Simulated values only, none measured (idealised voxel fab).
Process module heading - voxel capacitor over wiring
FYI the section here is cut, 205 nm wide, cells are 5 nm squares.
Just so we're on the same page, the cross-sections are grids of square cells, and they're listed out in bands top to bottom, each band one or more rows deep. It is stipulated that each band's entry specify, in nanometres, the height of the top of the band and then that of its bottom, followed by the materials of the band in left-to-right sequence, each together with its width in nanometres. A single material marked by the word "all across" is understood to fill the band from edge to edge; the word "air" is understood to denote empty space. All heights in this document are referenced to 0, defined as the level beneath which the wafer, as received, consists entirely of one material. The lowest band is not bounded below; it extends indefinitely downward and is written in the form "0 down". Width spec "30 to 40" -> top row of cells at first value, bottom row at second value, equal per-row change in between. The designation "nothing got changed", where it is given for a processing step, indicates that no cell of the cross-section was altered in the course of that step. What "Sealed internal voids" gives you is every empty space of 8 cells or more that is cut off from the top. Each appears as width x height at distance, with the distance taken from the left edge and width, height and distance all in nm. If you see something after the settings on a step's line, that's the simulator's own remark about that step. A step's line can hold "overlay nm"; with a mask on that step, the setting says how far right of the planned place the mask lay, while a negative setting says it lay to the left.

-- Process steps (planned)
1: RECEIVE | material Si
2: CONFORMAL_DEP | material SiO2 | thk nm 10
3: DIRECTIONAL_DEP | material TiN | thk nm 5
4: DIRECTIONAL_DEP | material Ru | thk nm 20
5: MASKED_ETCH | tone cover | mask id METAL_1 | width nm 25 | pitch nm 90 | etch materials Ru | depth nm 20 | overlay nm 0
6: MASKED_ETCH | tone cover | mask id METAL_1 | width nm 25 | pitch nm 90 | etch materials TiN | depth nm 5 | overlay nm 0
7: CONFORMAL_DEP | material SiN | thk nm 5
8: FILL_DEP | material SiO2 | thk nm 10
9: CMP | height nm 35
10: CONFORMAL_DEP | material SiCN | thk nm 5
11: DIRECTIONAL_DEP | material lowk | thk nm 20
12: DIRECTIONAL_DEP | material aC | thk nm 10
13: PATTERN | tone open | mask id PLUG_1 | material resist | width nm 15 | thk nm 30 | overlay nm 0
14: DIRECTIONAL_ETCH | etch materials aC | depth nm 10
15: STRIP | etch materials resist
16: DIRECTIONAL_ETCH | etch materials lowk | depth nm 20
17: DIRECTIONAL_ETCH | etch materials SiCN | depth nm 5
18: STRIP | etch materials aC
19: EPI | material Ru | thk nm 10
20: EPI | material Ru | thk nm 10
21: EPI | material Ru | thk nm 5
22: DIRECTIONAL_DEP | material TiN | thk nm 10
23: DIRECTIONAL_DEP | material SiN | thk nm 5
24: DIRECTIONAL_DEP | material TiN | thk nm 5
25: PATTERN | tone cover | mask id UPPER_PLATE | material resist | width nm 70 | thk nm 15 | overlay nm 0
26: DIRECTIONAL_ETCH | etch materials TiN | depth nm 5
27: DIRECTIONAL_ETCH | etch materials SiN | depth nm 5
28: STRIP | etch materials resist
29: DIRECTIONAL_DEP | material aC | thk nm 15
30: PATTERN | tone cover | mask id LOWER_PLATE | material resist | width nm 80 | thk nm 30 | overlay nm 0
31: DIRECTIONAL_ETCH | etch materials aC | depth nm 15
32: STRIP | etch materials resist
33: DIRECTIONAL_ETCH | etch materials TiN | depth nm 10
34: STRIP | etch materials aC
35: FILL_DEP | material SiO2 | thk nm 20
36: CMP | height nm 95
37: MASKED_ETCH | tone open | mask id PLUG_2 | width nm 15 | etch materials SiO2 | depth nm 15 | overlay nm 0
38: CONFORMAL_DEP | material TiN | thk nm 5
39: FILL_DEP | material W | thk nm 10
40: CMP | height nm 95
41: CONFORMAL_DEP | material SiN | thk nm 5

-- Of two wafers, the first: run according to plan

-- The cross-section here shows the wafer as received, i.e. in its state after step 1
  0 down  Si all across
  Sealed internal voids: none

-- Wafer section view after processing step 2
  10 to 0  SiO2 all across
  Anything lower than 0 is untouched.

-- Wafer section view after processing step 3
  15 to 10  TiN all across
  Anything lower than 10 is untouched.

-- Wafer section view after processing step 4
  35 to 15  Ru all across
  Anything lower than 15 is untouched.

-- Wafer section view after processing step 5
  35 to 15  air: 45, then Ru: 25, then air: 65, then Ru: 25, then air: 45
  Anything lower than 15 is untouched.

-- Wafer section view after processing step 6
  35 to 15  air: 45, then Ru: 25, then air: 65, then Ru: 25, then air: 45
  15 to 10  air: 45, then TiN: 25, then air: 65, then TiN: 25, then air: 45
  Anything lower than 10 is untouched.

-- Wafer section view after processing step 7
  40 to 35  air: 40, then SiN: 35, then air: 55, then SiN: 35, then air: 40
  35 to 15  air: 40, then SiN: 5, then Ru: 25, then SiN: 5, then air: 55, then SiN: 5, then Ru: 25, then SiN: 5, then air: 40
  15 to 10  SiN: 45, then TiN: 25, then SiN: 65, then TiN: 25, then SiN: 45
  Anything lower than 10 is untouched.

-- Wafer section view after processing step 8
  50 to 40  SiO2 all across
  40 to 35  SiO2: 40, then SiN: 35, then SiO2: 55, then SiN: 35, then SiO2: 40
  35 to 15  SiO2: 40, then SiN: 5, then Ru: 25, then SiN: 5, then SiO2: 55, then SiN: 5, then Ru: 25, then SiN: 5, then SiO2: 40
  Anything lower than 15 is untouched.

-- Wafer section view after processing step 9
  35 to 15  SiO2: 40, then SiN: 5, then Ru: 25, then SiN: 5, then SiO2: 55, then SiN: 5, then Ru: 25, then SiN: 5, then SiO2: 40
  Anything lower than 15 is untouched.

-- Wafer section view after processing step 10
  40 to 35  SiCN all across
  Anything lower than 35 is untouched.

-- Wafer section view after processing step 11
  60 to 40  lowk all across
  Anything lower than 40 is untouched.

-- Wafer section view after processing step 12
  70 to 60  aC all across
  Anything lower than 60 is untouched.

-- Wafer section view after processing step 13
  100 to 70  resist: 55, then air: 15, then resist: 135
  Anything lower than 70 is untouched.

-- Wafer section view after processing step 14
  90 to 70  resist: 55, then air: 15, then resist: 135
  70 to 60  aC: 55, then air: 15, then aC: 135
  Anything lower than 60 is untouched.

-- Wafer section view after processing step 15
  70 to 60  aC: 55, then air: 15, then aC: 135
  Anything lower than 60 is untouched.

-- Wafer section view after processing step 16
  70 to 60  aC: 55, then air: 15, then aC: 135
  60 to 40  lowk: 55, then air: 15, then lowk: 135
  Anything lower than 40 is untouched.

-- Wafer section view after processing step 17
  70 to 60  aC: 55, then air: 15, then aC: 135
  60 to 40  lowk: 55, then air: 15, then lowk: 135
  40 to 35  SiCN: 55, then air: 15, then SiCN: 135
  Anything lower than 35 is untouched.

-- Wafer section view after processing step 18
  60 to 40  lowk: 55, then air: 15, then lowk: 135
  Anything lower than 40 is untouched.

-- Wafer section view after processing step 19
  60 to 45  lowk: 55, then air: 15, then lowk: 135
  45 to 40  lowk: 55, then Ru: 15, then lowk: 135
  40 to 35  SiCN: 55, then Ru: 15, then SiCN: 135
  Anything lower than 35 is untouched.

-- Wafer section view after processing step 20
  60 to 55  lowk: 55, then air: 15, then lowk: 135
  55 to 40  lowk: 55, then Ru: 15, then lowk: 135
  Anything lower than 40 is untouched.

-- Wafer section view after processing step 21
  60 to 40  lowk: 55, then Ru: 15, then lowk: 135
  Anything lower than 40 is untouched.

-- Wafer section view after processing step 22
  70 to 60  TiN all across
  Anything lower than 60 is untouched.

-- Wafer section view after processing step 23
  75 to 70  SiN all across
  Anything lower than 70 is untouched.

-- Wafer section view after processing step 24
  80 to 75  TiN all across
  Anything lower than 75 is untouched.

-- Wafer section view after processing step 25
  95 to 80  air: 55, then resist: 70, then air: 80
  Anything lower than 80 is untouched.

-- Wafer section view after processing step 26
  95 to 80  air: 55, then resist: 70, then air: 80
  80 to 75  air: 55, then TiN: 70, then air: 80
  Anything lower than 75 is untouched.

-- Wafer section view after processing step 27
  95 to 80  air: 55, then resist: 70, then air: 80
  80 to 75  air: 55, then TiN: 70, then air: 80
  75 to 70  air: 55, then SiN: 70, then air: 80
  Anything lower than 70 is untouched.

-- Wafer section view after processing step 28
  80 to 75  air: 55, then TiN: 70, then air: 80
  Anything lower than 75 is untouched.

-- Wafer section view after processing step 29
  95 to 85  air: 55, then aC: 70, then air: 80
  85 to 80  aC all across
  80 to 75  aC: 55, then TiN: 70, then aC: 80
  75 to 70  aC: 55, then SiN: 70, then aC: 80
  Anything lower than 70 is untouched.

-- Wafer section view after processing step 30
  125 to 95  air: 50, then resist: 80, then air: 75
  95 to 85  air: 50, then resist: 5, then aC: 70, then resist: 5, then air: 75
  Anything lower than 85 is untouched.

-- Wafer section view after processing step 31
  110 to 95  air: 50, then resist: 80, then air: 75
  95 to 85  air: 50, then resist: 5, then aC: 70, then resist: 5, then air: 75
  85 to 80  air: 50, then aC: 80, then air: 75
  80 to 75  air: 50, then aC: 5, then TiN: 70, then aC: 5, then air: 75
  75 to 70  air: 50, then aC: 5, then SiN: 70, then aC: 5, then air: 75
  Anything lower than 70 is untouched.

-- Wafer section view after processing step 32
  95 to 85  air: 55, then aC: 70, then air: 80
  Anything lower than 85 is untouched.

-- Wafer section view after processing step 33
  95 to 85  air: 55, then aC: 70, then air: 80
  85 to 80  air: 50, then aC: 80, then air: 75
  80 to 75  air: 50, then aC: 5, then TiN: 70, then aC: 5, then air: 75
  75 to 70  air: 50, then aC: 5, then SiN: 70, then aC: 5, then air: 75
  70 to 60  air: 50, then TiN: 80, then air: 75
  Anything lower than 60 is untouched.

-- Wafer section view after processing step 34
  80 to 75  air: 55, then TiN: 70, then air: 80
  75 to 70  air: 55, then SiN: 70, then air: 80
  Anything lower than 70 is untouched.

-- Wafer section view after processing step 35
  100 to 80  SiO2 all across
  80 to 75  SiO2: 55, then TiN: 70, then SiO2: 80
  75 to 70  SiO2: 55, then SiN: 70, then SiO2: 80
  70 to 60  SiO2: 50, then TiN: 80, then SiO2: 75
  Anything lower than 60 is untouched.

-- Wafer section view after processing step 36
  95 to 80  SiO2 all across
  Anything lower than 80 is untouched.

-- Wafer section view after processing step 37
  95 to 80  SiO2: 65, then air: 15, then SiO2: 125
  Anything lower than 80 is untouched.

-- Wafer section view after processing step 38
  100 to 95  TiN: 70, then air: 5, then TiN: 130
  95 to 85  SiO2: 65, then TiN: 5, then air: 5, then TiN: 5, then SiO2: 125
  85 to 75  SiO2: 65 to 55, then TiN: 15 to 70, then SiO2: 125 to 80
  Anything lower than 75 is untouched.

-- Wafer section view after processing step 39
  110 to 100  W all across
  100 to 95  TiN: 70, then W: 5, then TiN: 130
  95 to 85  SiO2: 65, then TiN: 5, then W: 5, then TiN: 5, then SiO2: 125
  Anything lower than 85 is untouched.

-- Wafer section view after processing step 40
  95 to 85  SiO2: 65, then TiN: 5, then W: 5, then TiN: 5, then SiO2: 125
  Anything lower than 85 is untouched.

-- Wafer section view after processing step 41
  100 to 95  SiN all across
  Anything lower than 95 is untouched.

-- Second wafer: same start and same plan as the first, one execution error; identical to the first through step 4

-- X-section, second wafer, when step 5 was due to finish
  35 to 15  air: 35, then Ru: 25, then air: 65, then Ru: 25, then air: 55
  Anything lower than 15 is untouched.

-- X-section, second wafer, when step 6 was due to finish
  35 to 15  air: 35, then Ru: 25, then air: 65, then Ru: 25, then air: 55
  15 to 10  air: 35, then TiN: 35, then air: 55, then TiN: 35, then air: 45
  Anything lower than 10 is untouched.

-- X-section, second wafer, when step 7 was due to finish
  40 to 35  air: 30, then SiN: 35, then air: 55, then SiN: 35, then air: 50
  35 to 20  air: 30, then SiN: 5, then Ru: 25, then SiN: 5, then air: 55, then SiN: 5, then Ru: 25, then SiN: 5, then air: 50
  20 to 15  air: 30, then SiN: 5, then Ru: 25, then SiN: 15, then air: 45, then SiN: 5, then Ru: 25, then SiN: 15, then air: 40
  15 to 10  SiN: 35, then TiN: 35, then SiN: 55, then TiN: 35, then SiN: 45
  Anything lower than 10 is untouched.

-- X-section, second wafer, when step 8 was due to finish
  50 to 40  SiO2 all across
  40 to 35  SiO2: 30, then SiN: 35, then SiO2: 55, then SiN: 35, then SiO2: 50
  35 to 20  SiO2: 30, then SiN: 5, then Ru: 25, then SiN: 5, then SiO2: 55, then SiN: 5, then Ru: 25, then SiN: 5, then SiO2: 50
  20 to 15  SiO2: 30, then SiN: 5, then Ru: 25, then SiN: 15, then SiO2: 45, then SiN: 5, then Ru: 25, then SiN: 15, then SiO2: 40
  Anything lower than 15 is untouched.

-- X-section, second wafer, when step 9 was due to finish
  35 to 20  SiO2: 30, then SiN: 5, then Ru: 25, then SiN: 5, then SiO2: 55, then SiN: 5, then Ru: 25, then SiN: 5, then SiO2: 50
  Anything lower than 20 is untouched.

-- X-section, second wafer, when step 10 was due to finish
  40 to 35  SiCN all across
  Anything lower than 35 is untouched.

-- X-section, second wafer, when step 11 was due to finish
  60 to 40  lowk all across
  Anything lower than 40 is untouched.

-- X-section, second wafer, when step 12 was due to finish
  70 to 60  aC all across
  Anything lower than 60 is untouched.

-- X-section, second wafer, when step 13 was due to finish
  100 to 70  resist: 55, then air: 15, then resist: 135
  Anything lower than 70 is untouched.

-- X-section, second wafer, when step 14 was due to finish
  90 to 70  resist: 55, then air: 15, then resist: 135
  70 to 60  aC: 55, then air: 15, then aC: 135
  Anything lower than 60 is untouched.

-- X-section, second wafer, when step 15 was due to finish
  70 to 60  aC: 55, then air: 15, then aC: 135
  Anything lower than 60 is untouched.

-- X-section, second wafer, when step 16 was due to finish
  70 to 60  aC: 55, then air: 15, then aC: 135
  60 to 40  lowk: 55, then air: 15, then lowk: 135
  Anything lower than 40 is untouched.

-- X-section, second wafer, when step 17 was due to finish
  70 to 60  aC: 55, then air: 15, then aC: 135
  60 to 40  lowk: 55, then air: 15, then lowk: 135
  40 to 35  SiCN: 55, then air: 15, then SiCN: 135
  Anything lower than 35 is untouched.

-- X-section, second wafer, when step 18 was due to finish
  60 to 40  lowk: 55, then air: 15, then lowk: 135
  Anything lower than 40 is untouched.

-- X-section, second wafer, when step 19 was due to finish
  60 to 45  lowk: 55, then air: 15, then lowk: 135
  45 to 40  lowk: 55, then Ru: 15, then lowk: 135
  40 to 35  SiCN: 55, then Ru: 15, then SiCN: 135
  Anything lower than 35 is untouched.

-- X-section, second wafer, when step 20 was due to finish
  60 to 55  lowk: 55, then air: 15, then lowk: 135
  55 to 40  lowk: 55, then Ru: 15, then lowk: 135
  Anything lower than 40 is untouched.

-- X-section, second wafer, when step 21 was due to finish
  60 to 40  lowk: 55, then Ru: 15, then lowk: 135
  Anything lower than 40 is untouched.

-- X-section, second wafer, when step 22 was due to finish
  70 to 60  TiN all across
  Anything lower than 60 is untouched.

-- X-section, second wafer, when step 23 was due to finish
  75 to 70  SiN all across
  Anything lower than 70 is untouched.

-- X-section, second wafer, when step 24 was due to finish
  80 to 75  TiN all across
  Anything lower than 75 is untouched.

-- X-section, second wafer, when step 25 was due to finish
  95 to 80  air: 55, then resist: 70, then air: 80
  Anything lower than 80 is untouched.

-- X-section, second wafer, when step 26 was due to finish
  95 to 80  air: 55, then resist: 70, then air: 80
  80 to 75  air: 55, then TiN: 70, then air: 80
  Anything lower than 75 is untouched.

-- X-section, second wafer, when step 27 was due to finish
  95 to 80  air: 55, then resist: 70, then air: 80
  80 to 75  air: 55, then TiN: 70, then air: 80
  75 to 70  air: 55, then SiN: 70, then air: 80
  Anything lower than 70 is untouched.

-- X-section, second wafer, when step 28 was due to finish
  80 to 75  air: 55, then TiN: 70, then air: 80
  Anything lower than 75 is untouched.

-- X-section, second wafer, when step 29 was due to finish
  95 to 85  air: 55, then aC: 70, then air: 80
  85 to 80  aC all across
  80 to 75  aC: 55, then TiN: 70, then aC: 80
  75 to 70  aC: 55, then SiN: 70, then aC: 80
  Anything lower than 70 is untouched.

-- X-section, second wafer, when step 30 was due to finish
  125 to 95  air: 50, then resist: 80, then air: 75
  95 to 85  air: 50, then resist: 5, then aC: 70, then resist: 5, then air: 75
  Anything lower than 85 is untouched.

-- X-section, second wafer, when step 31 was due to finish
  110 to 95  air: 50, then resist: 80, then air: 75
  95 to 85  air: 50, then resist: 5, then aC: 70, then resist: 5, then air: 75
  85 to 80  air: 50, then aC: 80, then air: 75
  80 to 75  air: 50, then aC: 5, then TiN: 70, then aC: 5, then air: 75
  75 to 70  air: 50, then aC: 5, then SiN: 70, then aC: 5, then air: 75
  Anything lower than 70 is untouched.

-- X-section, second wafer, when step 32 was due to finish
  95 to 85  air: 55, then aC: 70, then air: 80
  Anything lower than 85 is untouched.

-- X-section, second wafer, when step 33 was due to finish
  95 to 85  air: 55, then aC: 70, then air: 80
  85 to 80  air: 50, then aC: 80, then air: 75
  80 to 75  air: 50, then aC: 5, then TiN: 70, then aC: 5, then air: 75
  75 to 70  air: 50, then aC: 5, then SiN: 70, then aC: 5, then air: 75
  70 to 60  air: 50, then TiN: 80, then air: 75
  Anything lower than 60 is untouched.

-- X-section, second wafer, when step 34 was due to finish
  80 to 75  air: 55, then TiN: 70, then air: 80
  75 to 70  air: 55, then SiN: 70, then air: 80
  Anything lower than 70 is untouched.

-- X-section, second wafer, when step 35 was due to finish
  100 to 80  SiO2 all across
  80 to 75  SiO2: 55, then TiN: 70, then SiO2: 80
  75 to 70  SiO2: 55, then SiN: 70, then SiO2: 80
  70 to 60  SiO2: 50, then TiN: 80, then SiO2: 75
  Anything lower than 60 is untouched.

-- X-section, second wafer, when step 36 was due to finish
  95 to 80  SiO2 all across
  Anything lower than 80 is untouched.

-- X-section, second wafer, when step 37 was due to finish
  95 to 80  SiO2: 65, then air: 15, then SiO2: 125
  Anything lower than 80 is untouched.

-- X-section, second wafer, when step 38 was due to finish
  100 to 95  TiN: 70, then air: 5, then TiN: 130
  95 to 85  SiO2: 65, then TiN: 5, then air: 5, then TiN: 5, then SiO2: 125
  85 to 75  SiO2: 65 to 55, then TiN: 15 to 70, then SiO2: 125 to 80
  Anything lower than 75 is untouched.

-- X-section, second wafer, when step 39 was due to finish
  110 to 100  W all across
  100 to 95  TiN: 70, then W: 5, then TiN: 130
  95 to 85  SiO2: 65, then TiN: 5, then W: 5, then TiN: 5, then SiO2: 125
  Anything lower than 85 is untouched.

-- X-section, second wafer, when step 40 was due to finish
  95 to 85  SiO2: 65, then TiN: 5, then W: 5, then TiN: 5, then SiO2: 125
  Anything lower than 85 is untouched.

-- X-section, second wafer, when step 41 was due to finish
  100 to 95  SiN all across
  Anything lower than 95 is untouched.
It is concluded that the wafer was processed incorrectly with respect to the plan, in that in deviation from the planned setting, step 5 was conducted as MASKED_ETCH | tone cover | mask id METAL_1 | width nm 25 | pitch nm 90 | etch materials Ru | depth nm 20 | overlay nm -10
Cell-count delta at end, second wafer over first, by material: -4 SiO2 | +4 TiN
